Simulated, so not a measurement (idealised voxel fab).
The process module presented herein is designated voxel ribs on slabs.
cross-section cut | 225 nm wide | cells 5 nm
Heads up, the way a cross-section reads in here is a grid of square cells, handed over as bands from the top down, with every band being one or more rows of cells.
Read a band's entry like this: the first values are the height of its top and the height of its bottom in nm, and what follows is the sequence of materials from left to right, each with its width in nm. Note that "blank" is empty space, and that a single material marked "all across" reaches across the band from edge to edge.
Note: height 0 marks the level under which the wafer is uniformly one material as received. Lowest band unbounded below, written "0 down".
When a width is written as two numbers, as in "30 to 40", the first number is the width in the top row of cells of the band and the second is the width in its bottom row, and the width changes by the same amount from each row to the next.
"remained the same", as given for a step, is the statement that not any cell of the cross-section underwent a change during that step.
"Unvented cavities": sealed empty spaces, 8 cells or more, no open way to top, listed width x height at distance, with distance from the left edge and width, height and distance in nm.
Text after the settings on a step's line: the simulator's own remark on that step.
Among the settings permitted on a step's line is "overlay nm"; applied to a step with a mask, it specifies the extent to which the mask lay to the right of its planned position, whereas a negative figure signifies a position to the left.

This section lists the process steps that were planned:
step 1: op RECEIVE | material Si
step 2: op DIRECTIONAL_DEP | material SiO2 | thk nm 25
step 3: op DIRECTIONAL_DEP | material SiN | thk nm 15
step 4: op DIRECTIONAL_DEP | material aC | thk nm 15
step 5: op PATTERN | tone cover | mask id RIB | material resist | width nm 15 | thk nm 35 | overlay nm 0
step 6: op DIRECTIONAL_ETCH | etch materials aC | depth nm 15
step 7: op STRIP | etch materials resist
step 8: op DIRECTIONAL_ETCH | etch materials SiN | depth nm 10
step 9: op STRIP | etch materials aC
step 10: op MASKED_ETCH | tone cover | mask id SLAB | width nm 55 | etch materials SiN | depth nm 5 | overlay nm 0
step 11: op FILL_DEP | material SiO2 | thk nm 20
step 12: op CMP | height nm 55
step 13: op DIRECTIONAL_DEP | material TiN | thk nm 5
step 14: op PATTERN | tone cover | mask id HEATER | material resist | width nm 25 | thk nm 20 | overlay nm 0
step 15: op DIRECTIONAL_ETCH | etch materials TiN | depth nm 5
step 16: op STRIP | etch materials resist
step 17: op CONFORMAL_DEP | material SiN | thk nm 10

Incoming wafer in cross-section (state: after step 1):
* 0 down | Si all across
* Unvented cavities: none

The plan above was carried out on the starting structure above with one mistake, and this cross-section shows the wafer at the end of the module:
* 70 to 65 | blank 90 | SiN 45 | blank 90
* 65 to 60 | SiN all across
* 60 to 55 | SiN 100 | TiN 25 | SiN 100
* 55 to 45 | SiO2 105 | SiN 15 | SiO2 105
* 45 to 40 | SiO2 85 | SiN 55 | SiO2 85
* 40 to 25 | SiN all across
* 25 to 0 | SiO2 all across
* 0 down | Si all across
* Unvented cavities: none
Run error: yeah, plan step 3 got run twice
